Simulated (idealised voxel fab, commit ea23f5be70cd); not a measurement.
Documented hereafter: the process module known as voxel self aligned contacts.
Shown is cross-section cut, with a width of 170 nm and square cells of size 5 nm.
If you're reading a cross-section in this doc, picture square cells in a grid; it comes to you as bands, top ones listed first down to the bottom, and a band can be one or more rows of cells. Band entry format. Leading values: height of top, height of bottom, nm. Remainder: materials in left-to-right order, each with its width in nm. Special words: "everywhere" on a single material, which then fills the band edge to edge; "blank", empty space. Measure heights from 0. That's the level where, below it, the as-received wafer is all one material. The lowest band is bottomless and extends downward; write it as in "0 nm and below". When a width is written as two numbers, as in "30 to 40", the first number is the width in the top row of cells of the band and the second is the width in its bottom row, and the width changes by the same amount from each row to the next. For the purposes of this document, the phrase "stayed the same" attached to a step denotes that no cell within the cross-section was modified by that step. Basically, "Closed void entries" tells you about the enclosed voids: empty spaces with no open way to the top, 8 cells or bigger, each written width x height at distance, where distance is from the left edge, all in nm. If you see something after the settings on a step's line, that's the simulator's own remark about that step. Regarding "overlay nm": on a step with a mask, it is the distance the mask lay to the right of its planned place; a negative value places it to the left.
### Process steps foreseen in the plan
step 1: RECEIVE | material Si
step 2: OXIDIZE | depth nm 5
step 3: DIRECTIONAL_DEP | material polySi | thk nm 20
step 4: DIRECTIONAL_DEP | material SiN | thk nm 15
step 5: DIRECTIONAL_DEP | material aC | thk nm 10
step 6: PATTERN | tone cover | mask id GATE | material resist | width nm 35 | pitch nm 65 | thk nm 25 | overlay nm 0
step 7: DIRECTIONAL_ETCH | etch materials aC | depth nm 10
step 8: STRIP | etch materials resist
step 9: DIRECTIONAL_ETCH | etch materials SiN | depth nm 15
step 10: DIRECTIONAL_ETCH | etch materials polySi | depth nm 20
step 11: STRIP | etch materials aC
step 12: CONFORMAL_DEP | material SiN | thk nm 5
step 13: DIRECTIONAL_ETCH | etch materials SiN | depth nm 5
step 14: FILL_DEP | material SiO2 | thk nm 15
step 15: CMP | height nm 40
step 16: DIRECTIONAL_DEP | material aC | thk nm 15
step 17: PATTERN | tone open | mask id CONTACT | material resist | width nm 40 | thk nm 30 | overlay nm 0
step 18: DIRECTIONAL_ETCH | etch materials aC | depth nm 15
step 19: STRIP | etch materials resist
step 20: DIRECTIONAL_ETCH | etch materials SiO2 | depth nm 45
step 21: STRIP | etch materials aC
step 22: CONFORMAL_DEP | material TiN | thk nm 5
step 23: FILL_DEP | material W | thk nm 10
step 24: CMP | height nm 40
step 25: CONFORMAL_DEP | material SiCN | thk nm 5
Wafer-to-wafer difference: width nm, step 17. Common start. Plan = first wafer's value.
### Cross-section of the first of several wafers as received (after step 1)
* 0 nm and below  Si everywhere
* Closed void entries: none
### The following table contains a row per wafer, in which are reported, at the conclusion of the module, the cells of each material gained (+) or lost (-) since the wafer's receipt, with its closed voids given thereafter
width nm 40; -34 Si; +34 SiCN; +70 SiN; +140 SiO2; +24 TiN; +16 W; +56 polySi; Closed void entries: none
width nm 45; -34 Si; +34 SiCN; +70 SiN; +139 SiO2; +25 TiN; +16 W; +56 polySi; Closed void entries: none
width nm 50; -34 Si; +34 SiCN; +70 SiN; +138 SiO2; +26 TiN; +16 W; +56 polySi; Closed void entries: none
width nm 55; -34 Si; +34 SiCN; +70 SiN; +137 SiO2; +27 TiN; +16 W; +56 polySi; Closed void entries: none
width nm 60; -34 Si; +34 SiCN; +70 SiN; +136 SiO2; +28 TiN; +16 W; +56 polySi; Closed void entries: none
width nm 65; -34 Si; +34 SiCN; +70 SiN; +135 SiO2; +29 TiN; +16 W; +56 polySi; Closed void entries: none
